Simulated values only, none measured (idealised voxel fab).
Title: Process Module voxel plated lines
The width of the displayed cross-section, cut, is 155 nm; its cells are square, with a size of 5 nm.
For the purposes of this document, a cross-section shall be understood as a grid of square cells, specified as bands listed in top-to-bottom order, each band consisting of one or more rows of cells. Each band's line starts with the height of the band's top and of its bottom, in nm. Then come its materials from left to right, each with its width in nm. One material with "edge to edge" fills the band from edge to edge. "blank" is empty space. Where do heights start? At 0: under that level the wafer as delivered is made of one material only. And the lowest band has no floor; it just carries on downward, as in "z 0 and below". Width spec "30..40" -> top row of cells at first value, bottom row at second value, equal per-row change in between. Step note "identical to before" = no cross-section cell changed. If an empty space has no open way to the top and is at least 8 cells in size, "Cavities, closed" lists it, written width x height at distance, where distance is measured from the left edge and every value is in nm. Heads up: the bit after the settings on a step's line is the simulator's remark on that step. "overlay nm" answers the question of how far to the right of plan the mask lay on a step that has a mask, and when it is negative the answer is to the left.
**The planned process steps are enumerated hereunder**
| 1 | RECEIVE [material Si] |
| 2 | CONFORMAL_DEP [material SiO2] [thk nm 15] |
| 3 | DIRECTIONAL_DEP [material TiN] [thk nm 5] |
| 4 | PATTERN [tone open] [mask id LINES] [material resist] [width nm 25] [pitch nm 45] [thk nm 35] [overlay nm 0] |
| 5 | EPI [material Ru] [thk nm 10] |
| 6 | EPI [material Ru] [thk nm 5] |
| 7 | EPI [material Ru] [thk nm 10] |
| 8 | STRIP [etch materials resist] |
| 9 | DIRECTIONAL_ETCH [etch materials TiN] [depth nm 5] |
| 10 | CONFORMAL_DEP [material SiCN] [thk nm 5] |
**This is the cross-section of the wafer as we received it, i.e. after step 1**
  z 0 and below = Si edge to edge
  Cavities, closed: none
**The cross-section shown corresponds to the wafer at the conclusion of the module. The initial structure and the process plan are those presented above; however, one mistake occurred in executing the plan**
  z 25 to 20 = SiCN edge to edge
  z 20 to 5 = SiO2 edge to edge
  z 5 to 0 = TiN edge to edge
  z 0 and below = Si edge to edge
  Cavities, closed: none
Error vs. plan: order of steps 2 and 3 inverted relative to the plan
